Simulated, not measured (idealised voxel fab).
Process module under the name voxel gate over fins
Square cell edge 5 nm, section width 300 nm, ID cut.
Think of the cross-section as a grid of square cells. We describe it in bands, top to bottom, and each band covers one or more rows of those cells. Top, bottom (nm), then materials left to right with widths (nm); lone material tagged "full width" fills the whole band edge to edge; "blank" = empty space. Convention: height 0 is the level below which the wafer, as received, is all one material. The lowest band does not terminate at the bottom but continues downward, represented as "0 nm and below". A two-number width, for instance "30..40", indicates that the width is equal to the first number in the top row of the band and to the second number in the bottom row, and that it changes by a constant amount per row of cells. Given "all unchanged" for a step, no cell of the cross-section differs between before and after that step. The label "Closed internal cavities" introduces a list of the empty spaces, 8 cells or larger, that have no open way up to the top; each entry in it reads width x height at distance, where the distance is taken from the left edge and all three are stated in nm. Past the settings on a step's line: simulator remark, on that step. overlay nm: where the mask lay relative to plan, measured to the right, on steps with a mask; negatives go left.
# Process steps (planned)
| 1 | RECEIVE with material Si |
| 2 | CONFORMAL_DEP with material SiN, thk nm 5 |
| 3 | MASKED_ETCH with tone cover, mask id FINS, width nm 15, pitch nm 40, etch materials SiN, depth nm 5, overlay nm 0 |
| 4 | MASKED_ETCH with tone cover, mask id FINS, width nm 15, pitch nm 40, etch materials Si, depth nm 40, overlay nm 0 |
| 5 | OXIDIZE with depth nm 5 |
| 6 | FILL_DEP with material SiO2, thk nm 15 |
| 7 | CMP with height nm 5 |
| 8 | SELECTIVE_ETCH with etch materials SiO2, depth nm 20 |
| 9 | STRIP with etch materials SiN |
| 10 | CONFORMAL_DEP with material HfO2, thk nm 5 |
| 11 | CONFORMAL_DEP with material TiN, thk nm 5 |
| 12 | FILL_DEP with material W, thk nm 15 |
| 13 | CMP with height nm 20 |
| 14 | CONFORMAL_DEP with material SiN, thk nm 5 |
The wafers in this document start out alike and differ in the width nm applied at step 4; the plan shows the value used for the first wafer.
# Here's the first of the wafers in cross-section, just as we got it, i.e. after step 1
> 0 nm and below  Si full width
> Closed internal cavities: none
# For your reference, the table is organized with a row per wafer; each row reflects the wafer at the end of the module, indicating for each material the cells gained (+) or lost (-) since receipt, and thereafter its closed voids
width nm 15 | +78 HfO2 | -513 Si | +60 SiN | +342 SiO2 | +78 TiN | +255 W | Closed internal cavities: none
width nm 20 | +78 HfO2 | -489 Si | +60 SiN | +324 SiO2 | +78 TiN | +249 W | Closed internal cavities: none
width nm 25 | +78 HfO2 | -465 Si | +60 SiN | +306 SiO2 | +78 TiN | +243 W | Closed internal cavities: none
